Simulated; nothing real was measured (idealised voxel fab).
Module name: voxel local oxidation (process module)
We display cut, a cross-section 230 nm in width whose square cells are each 5 nm.
A cross-section is a grid of square cells, given in bands from the top down. A band is one or more rows of cells.
Each band's line starts with the height of the band's top and of its bottom, in nm. Then come its materials from left to right, each with its width in nm. One material with "throughout" fills the band from edge to edge. "empty" is empty space.
Counting heights begins at 0, where everything beneath is, in the wafer as received, one material. The lowest band has no bottom; it goes on downwards, as "0..down" shows.
Width "30..40": first value at the band's top row of cells, second value at its bottom row, equal change from row to row.
"remained unchanged" after a step means that no cell of the cross-section changed.
"Trapped cavities": sealed empty spaces, 8 cells or more, no open way to top, listed width x height at distance, with distance from the left edge and width, height and distance in nm.
What comes after the settings on a step's line is commentary from the simulator itself on that step.
Regarding "overlay nm": on a step with a mask, it is the distance the mask lay to the right of its planned place; a negative value places it to the left.

## So here's the lineup of process steps we planned
| 1 | RECEIVE, material Si |
| 2 | CONFORMAL_DEP, material SiO2, thk nm 5 |
| 3 | CONFORMAL_DEP, material SiN, thk nm 10 |
| 4 | PATTERN, tone cover, mask id ACTIVE, material resist, width nm 110, thk nm 20, overlay nm 0 |
| 5 | DIRECTIONAL_ETCH, etch materials SiN, depth nm 10 |
| 6 | STRIP, etch materials resist |
| 7 | SELECTIVE_ETCH, etch materials SiO2, depth nm 5 |
| 8 | OXIDIZE, depth nm 10 |
| 9 | STRIP, etch materials SiN |

## Run as planned: first of two wafers

## Incoming wafer in cross-section (state: after step 1)
* 0..down | Si throughout
* Trapped cavities: none

## The wafer in cross-section once step 2 is complete
* 5..0 | SiO2 throughout
* Rest of section, below 0: as before.

## The wafer in cross-section once step 3 is complete
* 15..5 | SiN throughout
* Rest of section, below 5: as before.

## The wafer in cross-section once step 4 is complete
* 35..15 | 60 of empty  110 of resist  60 of empty
* Rest of section, below 15: as before.

## The wafer in cross-section once step 5 is complete
* 35..15 | 60 of empty  110 of resist  60 of empty
* 15..5 | 60 of empty  110 of SiN  60 of empty
* Rest of section, below 5: as before.

## The wafer in cross-section once step 6 is complete
* 15..5 | 60 of empty  110 of SiN  60 of empty
* Rest of section, below 5: as before.

## The wafer in cross-section once step 7 is complete
* 15..5 | 60 of empty  110 of SiN  60 of empty
* 5..0 | 65 of empty  100 of SiO2  65 of empty
* Rest of section, below 0: as before.

## The wafer in cross-section once step 8 is complete
* 15..5 | 60 of empty  110 of SiN  60 of empty
* 5..0 | 65 of empty  100 of SiO2  65 of empty
* 0..-10 | 75 of SiO2  80 of Si  75 of SiO2
* Rest of section, below -10: as before.

## The wafer in cross-section once step 9 is complete
* 5..0 | 65 of empty  100 of SiO2  65 of empty
* Rest of section, below 0: as before.

## Okay, second wafer. Nothing different at the start, nothing different in the plan, just one mistake somewhere in the running. As far as step 3, counting that step, it's the first wafer all over again

## X-section, second wafer, when step 4 was due to finish
* 35..15 | 65 of empty  105 of resist  60 of empty
* Rest of section, below 15: as before.

## X-section, second wafer, when step 5 was due to finish
* 35..15 | 65 of empty  105 of resist  60 of empty
* 15..5 | 65 of empty  105 of SiN  60 of empty
* Rest of section, below 5: as before.

## X-section, second wafer, when step 6 was due to finish
* 15..5 | 65 of empty  105 of SiN  60 of empty
* Rest of section, below 5: as before.

## X-section, second wafer, when step 7 was due to finish
* 15..5 | 65 of empty  105 of SiN  60 of empty
* 5..0 | 70 of empty  95 of SiO2  65 of empty
* Rest of section, below 0: as before.

## X-section, second wafer, when step 8 was due to finish
* 15..5 | 65 of empty  105 of SiN  60 of empty
* 5..0 | 70 of empty  95 of SiO2  65 of empty
* 0..-10 | 80 of SiO2  75 of Si  75 of SiO2
* Rest of section, below -10: as before.

## X-section, second wafer, when step 9 was due to finish
* 5..0 | 70 of empty  95 of SiO2  65 of empty
* Rest of section, below 0: as before.
Where did the run depart from the plan? so step 4 ended up running with a different setting than we planned, it ran as PATTERN, tone cover, mask id ACTIVE, material resist, width nm 105, thk nm 20, overlay nm 0
Bottom line after processing is that, in cells, the second wafer is up or down on some materials versus the first: 2 fewer of Si | 1 more of SiO2
